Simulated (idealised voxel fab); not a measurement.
The following is a process module called voxel gate over fins.
The cross-section on display is named cut; it measures 270 nm wide, and its cells are 5 nm squares.
Cross-section layout: square cells on a grid; listed as bands, top to bottom; a band spans one or more cell rows.
Per band: top height and bottom height in nm, followed by the left-to-right materials and their widths in nm; "throughout" marks a single material spanning edge to edge, "air" marks empty space.
Height 0 is the level under which the wafer as received is all one material. The lowest band goes on downwards, as in "top 0, no bottom".
Graded width ("30..40"): value in top row of band = first number; value in bottom row = second number; row-to-row change constant.
"no alterations made" means the step left every cell of the cross-section as it was.
Empty spaces counting at least 8 cells and having no open way to the top are listed in "Voids, fully enclosed". The notation width x height at distance is used for each, the distance being from the left edge and all three values in nm.
after a step's settings: what the simulator itself notes on the step
If you see "overlay nm" on a step's line and that step has a mask, it's telling you how far right of where it was planned the mask ended up; a negative number means it went left instead.
[The following list gives the planned process steps]
1) RECEIVE (material Si)
2) CONFORMAL_DEP (material SiN; thk nm 5)
3) PATTERN (tone cover; mask id FINS; material resist; width nm 15; pitch nm 40; thk nm 15; overlay nm 0)
4) DIRECTIONAL_ETCH (etch materials SiN; depth nm 5)
5) DIRECTIONAL_ETCH (etch materials Si; depth nm 35)
6) STRIP (etch materials resist)
7) OXIDIZE (depth nm 5)
8) FILL_DEP (material SiO2; thk nm 15)
9) CMP (height nm 5)
10) SELECTIVE_ETCH (etch materials SiO2; depth nm 15)
11) STRIP (etch materials SiN)
12) CONFORMAL_DEP (material HfO2; thk nm 5)
13) CONFORMAL_DEP (material TiN; thk nm 5)
14) CONFORMAL_DEP (material TiAl; thk nm 5)
15) CONFORMAL_DEP (material TiN; thk nm 5)
16) FILL_DEP (material W; thk nm 15)
17) CMP (height nm 30)
18) CONFORMAL_DEP (material SiN; thk nm 10)
[Cross-section, incoming material, after step 1]
  top 0, no bottom | Si throughout
  Voids, fully enclosed: none
[This is how the wafer looks in cross-section once the module is done, given the starting state and plan above and one mistake in carrying the plan out]
  top 40, bottom 30 | SiN throughout
  top 30, bottom 20 | W throughout
  top 20, bottom 15 | 75 W, 125 TiN, 70 W
  top 15, bottom 10 | 75 W, 5 TiN, 35 TiAl, 5 TiN, 35 TiAl, 5 TiN, 35 TiAl, 5 TiN, 70 W
  top 10, bottom 5 | 80 TiN, 5 TiAl, 25 TiN, 5 TiAl, 5 TiN, 5 TiAl, 25 TiN, 5 TiAl, 5 TiN, 5 TiAl, 25 TiN, 5 TiAl, 75 TiN
  top 5, bottom 0 | 85 TiAl, 5 TiN, 15 HfO2, 5 TiN, 15 TiAl, 5 TiN, 15 HfO2, 5 TiN, 15 TiAl, 5 TiN, 15 HfO2, 5 TiN, 80 TiAl
  top 0, bottom -5 | 90 TiN, 5 HfO2, 5 Si, 5 HfO2, 25 TiN, 5 HfO2, 5 Si, 5 HfO2, 25 TiN, 5 HfO2, 5 Si, 5 HfO2, 85 TiN
  top -5, bottom -10 | 95 HfO2, 5 Si, 35 HfO2, 5 Si, 35 HfO2, 5 Si, 90 HfO2
  top -10, bottom -40 | 95 SiO2, 5 Si, 35 SiO2, 5 Si, 35 SiO2, 5 Si, 90 SiO2
  top -40, no bottom | Si throughout
  Voids, fully enclosed: none
Error vs. plan: step 3, actual vs plan mismatch, actual run PATTERN (tone cover; mask id FINS; material resist; width nm 15; pitch nm 40; thk nm 15; overlay nm 5)
